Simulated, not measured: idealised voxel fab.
Herein follows the process module entitled voxel self aligned vias.
The figure presents cross-section cut, which has a width of 235 nm and is divided into square cells with an edge length of 5 nm.
Notation: cross-section as square-cell grid; stated in bands, top first, going down; one or more cell rows per band.
This entry defines a band. It first specifies the height of the band's top and the height of its bottom in nm, and then specifies the band's materials from left to right, stating each material with its width in nm. The word "all across" identifies a single material that fills the band from edge to edge, while the word "air" identifies empty space.
Height is counted from the level 0, under which the received wafer is composed throughout of one material. The lowest of the bands is not closed at the bottom but continues downward, in the notation "0 down".
Width "30->40": first value at the band's top row of cells, second value at its bottom row, equal change from row to row.
"nothing different" -> step changed no cross-section cell.
Closed-off voids of 8+ cells (no open route to the top) go in "Enclosed void catalog", written width x height at distance from the left edge, in nm.
Whatever follows a step's settings on its line is a remark the simulator itself makes about that step.
overlay nm: right-of-plan distance of the mask on a masked step; negative values mean left-of-plan.

Below is the list of planned process steps:
step 1: RECEIVE [material Si]
step 2: CONFORMAL_DEP [material SiO2] [thk nm 10]
step 3: CONFORMAL_DEP [material SiCN] [thk nm 5]
step 4: DIRECTIONAL_DEP [material SiO2] [thk nm 30]
step 5: MASKED_ETCH [tone open] [mask id LINES] [width nm 25] [pitch nm 70] [etch materials SiO2] [depth nm 30] [overlay nm 0]
step 6: CONFORMAL_DEP [material TiN] [thk nm 5]
step 7: FILL_DEP [material Ru] [thk nm 5]
step 8: CMP [height nm 45]
step 9: SELECTIVE_ETCH [etch materials W Ru TiN] [depth nm 10]
step 10: FILL_DEP [material SiN] [thk nm 10]
step 11: CMP [height nm 45]
step 12: DIRECTIONAL_DEP [material SiO2] [thk nm 15]
step 13: DIRECTIONAL_DEP [material aC] [thk nm 10]
step 14: PATTERN [tone open] [mask id VIAS] [material resist] [width nm 45] [pitch nm 70] [thk nm 30] [overlay nm 0]
step 15: DIRECTIONAL_ETCH [etch materials aC] [depth nm 10]
step 16: STRIP [etch materials resist]
step 17: DIRECTIONAL_ETCH [etch materials SiO2] [depth nm 15]
step 18: DIRECTIONAL_ETCH [etch materials SiN] [depth nm 10]
step 19: STRIP [etch materials aC]
step 20: CONFORMAL_DEP [material TiN] [thk nm 5]
step 21: FILL_DEP [material W] [thk nm 10]
step 22: CMP [height nm 60]
step 23: CONFORMAL_DEP [material SiN] [thk nm 5]

Cross-section of the wafer upon arrival, representing the state reached after step 1:
    0 down = Si all across
    Enclosed void catalog: none

As-planned run: cross-section of the first of two wafers at end of module:
    65 to 60 = SiN all across
    60 to 50 = SiO2: 60 | TiN: 5 | W: 35 | TiN: 5 | SiO2: 25 | TiN: 5 | W: 35 | TiN: 5 | SiO2: 60
    50 to 40 = SiO2: 60->70 | TiN: 15->5 | W: 15 | TiN: 15->5 | SiO2: 25->45 | TiN: 15->5 | W: 15 | TiN: 15->5 | SiO2: 60->70
    40 to 35 = SiO2: 70 | TiN: 25 | SiO2: 45 | TiN: 25 | SiO2: 70
    35 to 20 = SiO2: 70 | TiN: 5 | Ru: 15 | TiN: 5 | SiO2: 45 | TiN: 5 | Ru: 15 | TiN: 5 | SiO2: 70
    20 to 15 = SiO2: 70 | TiN: 25 | SiO2: 45 | TiN: 25 | SiO2: 70
    15 to 10 = SiCN all across
    10 to 0 = SiO2 all across
    0 down = Si all across
    Enclosed void catalog: none

Second of two wafers, module complete, sectioned: it shares the first wafer's start and plan but was run with one mistake:
    65 to 60 = SiN all across
    60 to 50 = SiO2: 60 | TiN: 5 | W: 35 | TiN: 5 | SiO2: 25 | TiN: 5 | W: 35 | TiN: 5 | SiO2: 60
    50 to 45 = SiO2: 60 | TiN: 15 | W: 15 | TiN: 15 | SiO2: 25 | TiN: 15 | W: 15 | TiN: 15 | SiO2: 60
    45 to 40 = SiO2: 70 | TiN: 25 | SiO2: 45 | TiN: 25 | SiO2: 70
    40 to 35 = SiO2: 70 | SiN: 25 | SiO2: 45 | SiN: 25 | SiO2: 70
    35 to 20 = SiO2: 70 | TiN: 5 | Ru: 15 | TiN: 5 | SiO2: 45 | TiN: 5 | Ru: 15 | TiN: 5 | SiO2: 70
    20 to 15 = SiO2: 70 | TiN: 25 | SiO2: 45 | TiN: 25 | SiO2: 70
    15 to 10 = SiCN all across
    10 to 0 = SiO2 all across
    0 down = Si all across
    Enclosed void catalog: none
The mistake made against the process plan was this: heads up, step 18 didn't go per plan, it actually ran as DIRECTIONAL_ETCH [etch materials SiN] [depth nm 5]
Bottom line after processing is that, in cells, the second wafer is up or down on some materials versus the first: SiN +10 | TiN -4 | W -6
